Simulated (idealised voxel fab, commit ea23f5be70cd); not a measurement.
voxel self aligned vias: a process module
We display cut, a cross-section 140 nm in width whose square cells are each 5 nm.
Square cells in a grid make up a cross-section in this document, and the grid is given as bands, listed from the top down, each one or more rows of cells.
It is stipulated that each band's entry specify, in nanometres, the height of the top of the band and then that of its bottom, followed by the materials of the band in left-to-right sequence, each together with its width in nanometres. A single material marked by the word "all across" is understood to fill the band from edge to edge; the word "air" is understood to denote empty space.
Note: height 0 marks the level under which the wafer is uniformly one material as received. Lowest band unbounded below, written "0 down".
The width entry "30 to 40" should be interpreted row by row: the top row of cells in the band takes the first number, the bottom row takes the second number, and the change between adjacent rows is uniform throughout.
Given "nothing changed" for a step, no cell of the cross-section differs between before and after that step.
Entry "Sealed void inventory" = empty spaces >= 8 cells with no open way to the top; each as width x height at distance, distance from left edge, all nm.
On a step's line, text after the settings is the simulator commenting on that step.
overlay nm: for a step with a mask, the amount by which the mask lay right of where it was planned; a negative amount means left of it.
Below is the list of planned process steps
1 op RECEIVE | material Si
2 op CONFORMAL_DEP | material SiO2 | thk nm 10
3 op CONFORMAL_DEP | material SiCN | thk nm 5
4 op DIRECTIONAL_DEP | material lowk | thk nm 30
5 op PATTERN | tone open | mask id LINES | material resist | width nm 20 | pitch nm 45 | thk nm 20 | overlay nm 0
6 op DIRECTIONAL_ETCH | etch materials lowk | depth nm 30
7 op STRIP | etch materials resist
8 op CONFORMAL_DEP | material TiN | thk nm 5
9 op FILL_DEP | material W | thk nm 10
10 op CMP | height nm 45
11 op SELECTIVE_ETCH | etch materials W Ru TiN | depth nm 10
12 op FILL_DEP | material SiN | thk nm 5
13 op CMP | height nm 45
14 op DIRECTIONAL_DEP | material lowk | thk nm 20
15 op DIRECTIONAL_DEP | material aC | thk nm 10
16 op PATTERN | tone open | mask id VIAS | material resist | width nm 30 | pitch nm 45 | thk nm 25 | overlay nm 0
17 op DIRECTIONAL_ETCH | etch materials aC | depth nm 10
18 op STRIP | etch materials resist
19 op DIRECTIONAL_ETCH | etch materials lowk | depth nm 20
20 op DIRECTIONAL_ETCH | etch materials SiN | depth nm 10
21 op STRIP | etch materials aC
22 op CONFORMAL_DEP | material TiN | thk nm 5
23 op FILL_DEP | material Cu | thk nm 10
24 op CMP | height nm 65
25 op CONFORMAL_DEP | material SiCN | thk nm 5
So this is the incoming wafer in cross-section - it's already been through step 1
* 0 down  Si all across
* Sealed void inventory: none
As-planned run: cross-section of the first of two wafers at end of module
* 70 to 65  SiCN all across
* 65 to 50  lowk 30 nm, TiN 5 nm, Cu 20 nm, TiN 5 nm, lowk 15 nm, TiN 5 nm, Cu 20 nm, TiN 5 nm, lowk 35 nm
* 50 to 40  lowk 30 to 35 nm, TiN 10 to 5 nm, Cu 10 nm, TiN 10 to 5 nm, lowk 15 to 25 nm, TiN 10 to 5 nm, Cu 10 nm, TiN 10 to 5 nm, lowk 35 to 40 nm
* 40 to 35  lowk 35 nm, TiN 20 nm, lowk 25 nm, TiN 20 nm, lowk 40 nm
* 35 to 20  lowk 35 nm, TiN 5 nm, W 10 nm, TiN 5 nm, lowk 25 nm, TiN 5 nm, W 10 nm, TiN 5 nm, lowk 40 nm
* 20 to 15  lowk 35 nm, TiN 20 nm, lowk 25 nm, TiN 20 nm, lowk 40 nm
* 15 to 10  SiCN all across
* 10 to 0  SiO2 all across
* 0 down  Si all across
* Sealed void inventory: none
Wafer two, end of module, cross-section. Same start, same plan as wafer one. One mistake in the run
* 70 to 65  SiCN all across
* 65 to 40  lowk 30 nm, TiN 5 nm, Cu 20 nm, TiN 5 nm, lowk 15 nm, TiN 5 nm, Cu 20 nm, TiN 5 nm, lowk 35 nm
* 40 to 35  lowk 30 nm, TiN 30 nm, lowk 15 nm, TiN 30 nm, lowk 35 nm
* 35 to 25  lowk 30 nm, TiN 10 nm, W 10 nm, TiN 10 nm, lowk 15 nm, TiN 10 nm, W 10 nm, TiN 10 nm, lowk 35 nm
* 25 to 20  lowk 35 nm, TiN 5 nm, W 10 nm, TiN 5 nm, lowk 25 nm, TiN 5 nm, W 10 nm, TiN 5 nm, lowk 40 nm
* 20 to 15  lowk 35 nm, TiN 20 nm, lowk 25 nm, TiN 20 nm, lowk 40 nm
* 15 to 10  SiCN all across
* 10 to 0  SiO2 all across
* 0 down  Si all across
* Sealed void inventory: none
Here's what went sideways: plan step 19 was twice executed
End check, counted in cells, second wafer has more or fewer of these materials than the first: Cu: 8 more; TiN: 8 more; lowk: 16 fewer
